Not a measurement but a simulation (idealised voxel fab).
process module | voxel released beams
cross-section cut | 150 nm wide | cells 5 nm
A cross-section is a grid of square cells, given in bands from the top down. A band is one or more rows of cells.
Each band's line starts with the height of the band's top and of its bottom, in nm. Then come its materials from left to right, each with its width in nm. One material with "throughout" fills the band from edge to edge. "air" is empty space.
Height 0 is the level under which the wafer as received is all one material. The lowest band goes on downwards, as in "0 down".
A width such as "30 to 40" changes by the same amount from each row of cells to the next, from the band's top row to its bottom row.
"no change" after a step means that no cell of the cross-section changed.
closed voids: empty space of 8 cells or more with no open way to the top, each as width x height at its distance from the left edge, in nm
after a step's settings: what the simulator itself notes on the step
overlay nm, on a step with a mask: how far to the right of its planned place the mask lay; to the left if negative
plan
1 op RECEIVE | material Si
2 op CONFORMAL_DEP | material Al2O3 | thk nm 5
3 op DIRECTIONAL_DEP | material SiO2 | thk nm 10
4 op PATTERN | tone open | mask id ANCHOR | material resist | width nm 25 | thk nm 20 | overlay nm 0
5 op DIRECTIONAL_ETCH | etch materials SiO2 | depth nm 10
6 op STRIP | etch materials resist
7 op CONFORMAL_DEP | material SiN | thk nm 10
8 op PATTERN | tone cover | mask id BEAM | material resist | width nm 110 | thk nm 15 | overlay nm 0
9 op DIRECTIONAL_ETCH | etch materials SiN | depth nm 10
10 op STRIP | etch materials resist
11 op STRIP | etch materials SiO2
as received, after step 1
  0 down: Si throughout
  closed voids: none
first wafer at the end, as planned
  25 to 15: air 15 | SiN 15 | air 5 | SiN 90 | air 25
  15 to 5: air 20 | SiN 25 | air 105
  5 to 0: Al2O3 throughout
  0 down: Si throughout
  closed voids: none
second wafer at the end: like start, like plan, one mistake
  25 to 20: air 15 | SiN 15 | air 5 | SiN 90 | air 25
  20 to 15: SiN 30 | air 5 | SiN 115
  15 to 5: SiO2 20 | SiN 25 | SiO2 105
  5 to 0: Al2O3 throughout
  0 down: Si throughout
  closed voids: none
what went wrong: step 9 ran as: op DIRECTIONAL_ETCH | etch materials SiN | depth nm 5
at the end the second wafer has, in cells: 8 more of SiN | 50 more of SiO2
